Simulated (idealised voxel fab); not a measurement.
process module | voxel spacer lines
cross-section cut | 215 nm wide | cells 5 nm
A cross-section is a grid of square cells, given in bands from the top down. A band is one or more rows of cells.
Each band's line starts with the height of the band's top and of its bottom, in nm. Then come its materials from left to right, each with its width in nm. One material with "throughout" fills the band from edge to edge. "air" is empty space.
Height 0 is the level under which the wafer as received is all one material. The lowest band goes on downwards, as in "0 down".
A width such as "30 to 40" changes by the same amount from each row of cells to the next, from the band's top row to its bottom row.
"no change" after a step means that no cell of the cross-section changed.
closed voids: empty space of 8 cells or more with no open way to the top, each as width x height at its distance from the left edge, in nm
after a step's settings: what the simulator itself notes on the step
overlay nm, on a step with a mask: how far to the right of its planned place the mask lay; to the left if negative
plan
1 op RECEIVE | material Si
2 op CONFORMAL_DEP | material Al2O3 | thk nm 10
3 op DIRECTIONAL_DEP | material SiN | thk nm 15
4 op DIRECTIONAL_DEP | material aC | thk nm 30
5 op PATTERN | tone cover | mask id MANDREL | material resist | width nm 15 | pitch nm 60 | thk nm 40 | overlay nm 0
6 op DIRECTIONAL_ETCH | etch materials aC | depth nm 30
7 op STRIP | etch materials resist
8 op CONFORMAL_DEP | material SiO2 | thk nm 15
9 op DIRECTIONAL_ETCH | etch materials SiO2 | depth nm 5
10 op STRIP | etch materials aC
11 op DIRECTIONAL_ETCH | etch materials SiN | depth nm 15
12 op STRIP | etch materials SiO2
varied across the wafers: depth nm of step 9. The plan shows the first wafer's value. All wafers start alike
first wafer as received, after step 1
  0 down: Si throughout
  closed voids: none
first wafer at the end, after step 12
  55 to 25: air 70 | aC 15 | air 45 | aC 15 | air 70
  25 to 10: SiN throughout
  10 to 0: Al2O3 throughout
  0 down: Si throughout
  closed voids: none
last wafer at the end
  25 to 10: air 55 | SiN 15 | air 15 | SiN 15 | air 15 | SiN 15 | air 15 | SiN 15 | air 55
  10 to 0: Al2O3 throughout
  0 down: Si throughout
  closed voids: none
each wafer at the end: cells of each material gained (+) or lost (-) since it was received, then its closed voids
depth nm 5 | +86 Al2O3 | +129 SiN | +36 aC | closed voids: none
depth nm 10 | +86 Al2O3 | +129 SiN | +36 aC | closed voids: none
depth nm 15 | +86 Al2O3 | +36 SiN | closed voids: none
depth nm 20 | +86 Al2O3 | +36 SiN | closed voids: none
depth nm 25 | +86 Al2O3 | +36 SiN | closed voids: none
depth nm 30 | +86 Al2O3 | +36 SiN | closed voids: none
